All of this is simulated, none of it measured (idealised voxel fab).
The process module presented herein is designated voxel capacitor over wiring.
cross-section cut | 220 nm wide | cells 5 nm
Just so we're on the same page, the cross-sections are grids of square cells, and they're listed out in bands top to bottom, each band one or more rows deep.
Per band: top height and bottom height in nm, followed by the left-to-right materials and their widths in nm; "full width" marks a single material spanning edge to edge, "blank" marks empty space.
It should be noted that heights are counted from 0, beneath which the wafer as supplied is of one material throughout, and that the lowest band possesses no lower boundary but continues downward, as written in "0..down".
Quick explanation for "30 to 40": the width changes in equal steps down the rows of cells, from the first number in the band's top row to the second number in its bottom row.
Key: "all unchanged" - step with no changed cell in the cross-section.
In "Closed void list" the enclosed voids are listed, meaning empty spaces of 8 cells or larger without any opening to the top. The form is width x height at distance, distance from the left edge, units nm.
Past the settings on a step's line: simulator remark, on that step.
When a step includes a mask, the "overlay nm" setting on its line states how far to the right of its planned place that mask lay, and negative values state how far to the left.

Intended process steps
- 1: RECEIVE (material Si)
- 2: CONFORMAL_DEP (material SiO2; thk nm 15)
- 3: DIRECTIONAL_DEP (material TiN; thk nm 5)
- 4: DIRECTIONAL_DEP (material W; thk nm 15)
- 5: DIRECTIONAL_DEP (material aC; thk nm 15)
- 6: PATTERN (tone cover; mask id METAL_1; material resist; width nm 30; pitch nm 90; thk nm 30; overlay nm 0)
- 7: DIRECTIONAL_ETCH (etch materials aC; depth nm 15)
- 8: STRIP (etch materials resist)
- 9: DIRECTIONAL_ETCH (etch materials W; depth nm 15)
- 10: DIRECTIONAL_ETCH (etch materials TiN; depth nm 5)
- 11: STRIP (etch materials aC)
- 12: CONFORMAL_DEP (material SiN; thk nm 5)
- 13: FILL_DEP (material SiO2; thk nm 5)
- 14: CMP (height nm 35)
- 15: CONFORMAL_DEP (material SiCN; thk nm 5)
- 16: DIRECTIONAL_DEP (material SiO2; thk nm 15)
- 17: PATTERN (tone open; mask id PLUG_1; material resist; width nm 15; thk nm 15; overlay nm 0)
- 18: DIRECTIONAL_ETCH (etch materials SiO2; depth nm 15)
- 19: DIRECTIONAL_ETCH (etch materials SiCN; depth nm 5)
- 20: STRIP (etch materials resist)
- 21: CONFORMAL_DEP (material TiN; thk nm 5)
- 22: FILL_DEP (material Cu; thk nm 10)
- 23: CMP (height nm 55)
- 24: DIRECTIONAL_DEP (material TiN; thk nm 10)
- 25: DIRECTIONAL_DEP (material Al2O3; thk nm 5)
- 26: DIRECTIONAL_DEP (material TiN; thk nm 5)
- 27: PATTERN (tone cover; mask id UPPER_PLATE; material resist; width nm 65; thk nm 15; overlay nm 0)
- 28: DIRECTIONAL_ETCH (etch materials TiN; depth nm 5)
- 29: DIRECTIONAL_ETCH (etch materials Al2O3; depth nm 5)
- 30: STRIP (etch materials resist)
- 31: DIRECTIONAL_DEP (material aC; thk nm 10)
- 32: PATTERN (tone cover; mask id LOWER_PLATE; material resist; width nm 75; thk nm 25; overlay nm 0)
- 33: DIRECTIONAL_ETCH (etch materials aC; depth nm 10)
- 34: STRIP (etch materials resist)
- 35: DIRECTIONAL_ETCH (etch materials TiN; depth nm 10)
- 36: STRIP (etch materials aC)
- 37: FILL_DEP (material SiO2; thk nm 20)
- 38: CMP (height nm 90)
- 39: MASKED_ETCH (tone open; mask id PLUG_2; width nm 15; etch materials SiO2; depth nm 15; overlay nm 0)
- 40: CONFORMAL_DEP (material TiN; thk nm 5)
- 41: FILL_DEP (material W; thk nm 5)
- 42: CMP (height nm 90)
- 43: CONFORMAL_DEP (material SiCN; thk nm 5)

The following pertains to the first of two wafers, which was processed as planned

Cross-sectional view of the wafer in its as-received condition, corresponding to the state after step 1
	0..down = Si full width
	Closed void list: none

After step 2, in cross-section
	15..0 = SiO2 full width
	Everything under 0 stays put, no change at all.

After step 3, in cross-section
	20..15 = TiN full width
	Everything under 15 stays put, no change at all.

After step 4, in cross-section
	35..20 = W full width
	Everything under 20 stays put, no change at all.

After step 5, in cross-section
	50..35 = aC full width
	Everything under 35 stays put, no change at all.

After step 6, in cross-section
	80..50 = blank 50 nm, resist 30 nm, blank 60 nm, resist 30 nm, blank 50 nm
	Everything under 50 stays put, no change at all.

After step 7, in cross-section
	65..50 = blank 50 nm, resist 30 nm, blank 60 nm, resist 30 nm, blank 50 nm
	50..35 = blank 50 nm, aC 30 nm, blank 60 nm, aC 30 nm, blank 50 nm
	Everything under 35 stays put, no change at all.

After step 8, in cross-section
	50..35 = blank 50 nm, aC 30 nm, blank 60 nm, aC 30 nm, blank 50 nm
	Everything under 35 stays put, no change at all.

After step 9, in cross-section
	50..35 = blank 50 nm, aC 30 nm, blank 60 nm, aC 30 nm, blank 50 nm
	35..20 = blank 50 nm, W 30 nm, blank 60 nm, W 30 nm, blank 50 nm
	Everything under 20 stays put, no change at all.

After step 10, in cross-section
	50..35 = blank 50 nm, aC 30 nm, blank 60 nm, aC 30 nm, blank 50 nm
	35..20 = blank 50 nm, W 30 nm, blank 60 nm, W 30 nm, blank 50 nm
	20..15 = blank 50 nm, TiN 30 nm, blank 60 nm, TiN 30 nm, blank 50 nm
	Everything under 15 stays put, no change at all.

After step 11, in cross-section
	35..20 = blank 50 nm, W 30 nm, blank 60 nm, W 30 nm, blank 50 nm
	Everything under 20 stays put, no change at all.

After step 12, in cross-section
	40..35 = blank 45 nm, SiN 40 nm, blank 50 nm, SiN 40 nm, blank 45 nm
	35..20 = blank 45 nm, SiN 5 nm, W 30 nm, SiN 5 nm, blank 50 nm, SiN 5 nm, W 30 nm, SiN 5 nm, blank 45 nm
	20..15 = SiN 50 nm, TiN 30 nm, SiN 60 nm, TiN 30 nm, SiN 50 nm
	Everything under 15 stays put, no change at all.

After step 13, in cross-section
	45..40 = SiO2 full width
	40..35 = SiO2 45 nm, SiN 40 nm, SiO2 50 nm, SiN 40 nm, SiO2 45 nm
	35..20 = SiO2 45 nm, SiN 5 nm, W 30 nm, SiN 5 nm, SiO2 50 nm, SiN 5 nm, W 30 nm, SiN 5 nm, SiO2 45 nm
	Everything under 20 stays put, no change at all.

After step 14, in cross-section
	35..20 = SiO2 45 nm, SiN 5 nm, W 30 nm, SiN 5 nm, SiO2 50 nm, SiN 5 nm, W 30 nm, SiN 5 nm, SiO2 45 nm
	Everything under 20 stays put, no change at all.

After step 15, in cross-section
	40..35 = SiCN full width
	Everything under 35 stays put, no change at all.

After step 16, in cross-section
	55..40 = SiO2 full width
	Everything under 40 stays put, no change at all.

After step 17, in cross-section
	70..55 = resist 65 nm, blank 15 nm, resist 140 nm
	Everything under 55 stays put, no change at all.

After step 18, in cross-section
	70..55 = resist 65 nm, blank 15 nm, resist 140 nm
	55..40 = SiO2 65 nm, blank 15 nm, SiO2 140 nm
	Everything under 40 stays put, no change at all.

After step 19, in cross-section
	70..55 = resist 65 nm, blank 15 nm, resist 140 nm
	55..40 = SiO2 65 nm, blank 15 nm, SiO2 140 nm
	40..35 = SiCN 65 nm, blank 15 nm, SiCN 140 nm
	Everything under 35 stays put, no change at all.

After step 20, in cross-section
	55..40 = SiO2 65 nm, blank 15 nm, SiO2 140 nm
	Everything under 40 stays put, no change at all.

After step 21, in cross-section
	60..55 = TiN 70 nm, blank 5 nm, TiN 145 nm
	55..40 = SiO2 65 nm, TiN 5 nm, blank 5 nm, TiN 5 nm, SiO2 140 nm
	40..35 = SiCN 65 nm, TiN 15 nm, SiCN 140 nm
	Everything under 35 stays put, no change at all.

After step 22, in cross-section
	70..60 = Cu full width
	60..55 = TiN 70 nm, Cu 5 nm, TiN 145 nm
	55..40 = SiO2 65 nm, TiN 5 nm, Cu 5 nm, TiN 5 nm, SiO2 140 nm
	Everything under 40 stays put, no change at all.

After step 23, in cross-section
	55..40 = SiO2 65 nm, TiN 5 nm, Cu 5 nm, TiN 5 nm, SiO2 140 nm
	Everything under 40 stays put, no change at all.

After step 24, in cross-section
	65..55 = TiN full width
	Everything under 55 stays put, no change at all.

After step 25, in cross-section
	70..65 = Al2O3 full width
	Everything under 65 stays put, no change at all.

After step 26, in cross-section
	75..70 = TiN full width
	Everything under 70 stays put, no change at all.

After step 27, in cross-section
	90..75 = blank 65 nm, resist 65 nm, blank 90 nm
	Everything under 75 stays put, no change at all.

After step 28, in cross-section
	90..75 = blank 65 nm, resist 65 nm, blank 90 nm
	75..70 = blank 65 nm, TiN 65 nm, blank 90 nm
	Everything under 70 stays put, no change at all.

After step 29, in cross-section
	90..75 = blank 65 nm, resist 65 nm, blank 90 nm
	75..70 = blank 65 nm, TiN 65 nm, blank 90 nm
	70..65 = blank 65 nm, Al2O3 65 nm, blank 90 nm
	Everything under 65 stays put, no change at all.

After step 30, in cross-section
	75..70 = blank 65 nm, TiN 65 nm, blank 90 nm
	Everything under 70 stays put, no change at all.

After step 31, in cross-section
	85..75 = blank 65 nm, aC 65 nm, blank 90 nm
	75..70 = aC 65 nm, TiN 65 nm, aC 90 nm
	70..65 = aC 65 nm, Al2O3 65 nm, aC 90 nm
	Everything under 65 stays put, no change at all.

After step 32, in cross-section
	110..85 = blank 60 nm, resist 75 nm, blank 85 nm
	85..75 = blank 60 nm, resist 5 nm, aC 65 nm, resist 5 nm, blank 85 nm
	Everything under 75 stays put, no change at all.

After step 33, in cross-section
	100..85 = blank 60 nm, resist 75 nm, blank 85 nm
	85..75 = blank 60 nm, resist 5 nm, aC 65 nm, resist 5 nm, blank 85 nm
	75..70 = blank 60 nm, aC 5 nm, TiN 65 nm, aC 5 nm, blank 85 nm
	70..65 = blank 60 nm, aC 5 nm, Al2O3 65 nm, aC 5 nm, blank 85 nm
	Everything under 65 stays put, no change at all.

After step 34, in cross-section
	85..75 = blank 65 nm, aC 65 nm, blank 90 nm
	Everything under 75 stays put, no change at all.

After step 35, in cross-section
	85..75 = blank 65 nm, aC 65 nm, blank 90 nm
	75..70 = blank 60 nm, aC 5 nm, TiN 65 nm, aC 5 nm, blank 85 nm
	70..65 = blank 60 nm, aC 5 nm, Al2O3 65 nm, aC 5 nm, blank 85 nm
	65..55 = blank 60 nm, TiN 75 nm, blank 85 nm
	Everything under 55 stays put, no change at all.

After step 36, in cross-section
	75..70 = blank 65 nm, TiN 65 nm, blank 90 nm
	70..65 = blank 65 nm, Al2O3 65 nm, blank 90 nm
	Everything under 65 stays put, no change at all.

After step 37, in cross-section
	95..75 = SiO2 full width
	75..70 = SiO2 65 nm, TiN 65 nm, SiO2 90 nm
	70..65 = SiO2 65 nm, Al2O3 65 nm, SiO2 90 nm
	65..55 = SiO2 60 nm, TiN 75 nm, SiO2 85 nm
	Everything under 55 stays put, no change at all.

After step 38, in cross-section
	90..75 = SiO2 full width
	Everything under 75 stays put, no change at all.

After step 39, in cross-section
	90..75 = SiO2 75 nm, blank 15 nm, SiO2 130 nm
	Everything under 75 stays put, no change at all.

After step 40, in cross-section
	95..90 = TiN 80 nm, blank 5 nm, TiN 135 nm
	90..80 = SiO2 75 nm, TiN 5 nm, blank 5 nm, TiN 5 nm, SiO2 130 nm
	80..70 = SiO2 75 to 65 nm, TiN 15 to 65 nm, SiO2 130 to 90 nm
	Everything under 70 stays put, no change at all.

After step 41, in cross-section
	100..95 = W full width
	95..90 = TiN 80 nm, W 5 nm, TiN 135 nm
	90..80 = SiO2 75 nm, TiN 5 nm, W 5 nm, TiN 5 nm, SiO2 130 nm
	Everything under 80 stays put, no change at all.

After step 42, in cross-section
	90..80 = SiO2 75 nm, TiN 5 nm, W 5 nm, TiN 5 nm, SiO2 130 nm
	Everything under 80 stays put, no change at all.

After step 43, in cross-section
	95..90 = SiCN full width
	Everything under 90 stays put, no change at all.

Second wafer. Start and plan as for the first. One mistake made in running. Agrees with the first up to and including step 26

Cross-section of the second wafer corresponding to the planned conclusion of step 27
	90..75 = blank 75 nm, resist 65 nm, blank 80 nm
	Everything under 75 stays put, no change at all.

Cross-section of the second wafer corresponding to the planned conclusion of step 28
	90..75 = blank 75 nm, resist 65 nm, blank 80 nm
	75..70 = blank 75 nm, TiN 65 nm, blank 80 nm
	Everything under 70 stays put, no change at all.

Cross-section of the second wafer corresponding to the planned conclusion of step 29
	90..75 = blank 75 nm, resist 65 nm, blank 80 nm
	75..70 = blank 75 nm, TiN 65 nm, blank 80 nm
	70..65 = blank 75 nm, Al2O3 65 nm, blank 80 nm
	Everything under 65 stays put, no change at all.

Cross-section of the second wafer corresponding to the planned conclusion of step 30
	75..70 = blank 75 nm, TiN 65 nm, blank 80 nm
	Everything under 70 stays put, no change at all.

Cross-section of the second wafer corresponding to the planned conclusion of step 31
	85..75 = blank 75 nm, aC 65 nm, blank 80 nm
	75..70 = aC 75 nm, TiN 65 nm, aC 80 nm
	70..65 = aC 75 nm, Al2O3 65 nm, aC 80 nm
	Everything under 65 stays put, no change at all.

Cross-section of the second wafer corresponding to the planned conclusion of step 32
	110..85 = blank 60 nm, resist 75 nm, blank 85 nm
	85..75 = blank 60 nm, resist 15 nm, aC 65 nm, blank 80 nm
	Everything under 75 stays put, no change at all.

Cross-section of the second wafer corresponding to the planned conclusion of step 33
	100..85 = blank 60 nm, resist 75 nm, blank 85 nm
	85..75 = blank 60 nm, resist 15 nm, aC 60 nm, blank 85 nm
	75..70 = blank 60 nm, aC 15 nm, TiN 65 nm, blank 80 nm
	70..65 = blank 60 nm, aC 15 nm, Al2O3 65 nm, blank 80 nm
	Everything under 65 stays put, no change at all.

Cross-section of the second wafer corresponding to the planned conclusion of step 34
	85..75 = blank 75 nm, aC 60 nm, blank 85 nm
	Everything under 75 stays put, no change at all.

Cross-section of the second wafer corresponding to the planned conclusion of step 35
	85..75 = blank 75 nm, aC 60 nm, blank 85 nm
	75..70 = blank 60 nm, aC 15 nm, TiN 60 nm, blank 85 nm
	70..65 = blank 60 nm, aC 15 nm, Al2O3 65 nm, blank 80 nm
	65..55 = blank 60 nm, TiN 80 nm, blank 80 nm
	Everything under 55 stays put, no change at all.

Cross-section of the second wafer corresponding to the planned conclusion of step 36
	75..70 = blank 75 nm, TiN 60 nm, blank 85 nm
	70..65 = blank 75 nm, Al2O3 65 nm, blank 80 nm
	Everything under 65 stays put, no change at all.

Cross-section of the second wafer corresponding to the planned conclusion of step 37
	95..75 = SiO2 full width
	75..70 = SiO2 75 nm, TiN 60 nm, SiO2 85 nm
	70..65 = SiO2 75 nm, Al2O3 65 nm, SiO2 80 nm
	65..55 = SiO2 60 nm, TiN 80 nm, SiO2 80 nm
	Everything under 55 stays put, no change at all.

Cross-section of the second wafer corresponding to the planned conclusion of step 38
	90..75 = SiO2 full width
	Everything under 75 stays put, no change at all.

Cross-section of the second wafer corresponding to the planned conclusion of step 39
	90..75 = SiO2 75 nm, blank 15 nm, SiO2 130 nm
	Everything under 75 stays put, no change at all.

Cross-section of the second wafer corresponding to the planned conclusion of step 40
	95..90 = TiN 80 nm, blank 5 nm, TiN 135 nm
	90..80 = SiO2 75 nm, TiN 5 nm, blank 5 nm, TiN 5 nm, SiO2 130 nm
	80..70 = SiO2 75 nm, TiN 15 to 60 nm, SiO2 130 to 85 nm
	Everything under 70 stays put, no change at all.

Cross-section of the second wafer corresponding to the planned conclusion of step 41
	100..95 = W full width
	95..90 = TiN 80 nm, W 5 nm, TiN 135 nm
	90..80 = SiO2 75 nm, TiN 5 nm, W 5 nm, TiN 5 nm, SiO2 130 nm
	Everything under 80 stays put, no change at all.

Cross-section of the second wafer corresponding to the planned conclusion of step 42
	90..80 = SiO2 75 nm, TiN 5 nm, W 5 nm, TiN 5 nm, SiO2 130 nm
	Everything under 80 stays put, no change at all.

Cross-section of the second wafer corresponding to the planned conclusion of step 43
	95..90 = SiCN full width
	Everything under 90 stays put, no change at all.
Here's what went sideways: for step 27, the planned setting was not used; the step was instead run as PATTERN (tone cover; mask id UPPER_PLATE; material resist; width nm 65; thk nm 15; overlay nm 10)
Materials where the second wafer ends with more or fewer cells than the first: -1 SiO2, +1 TiN
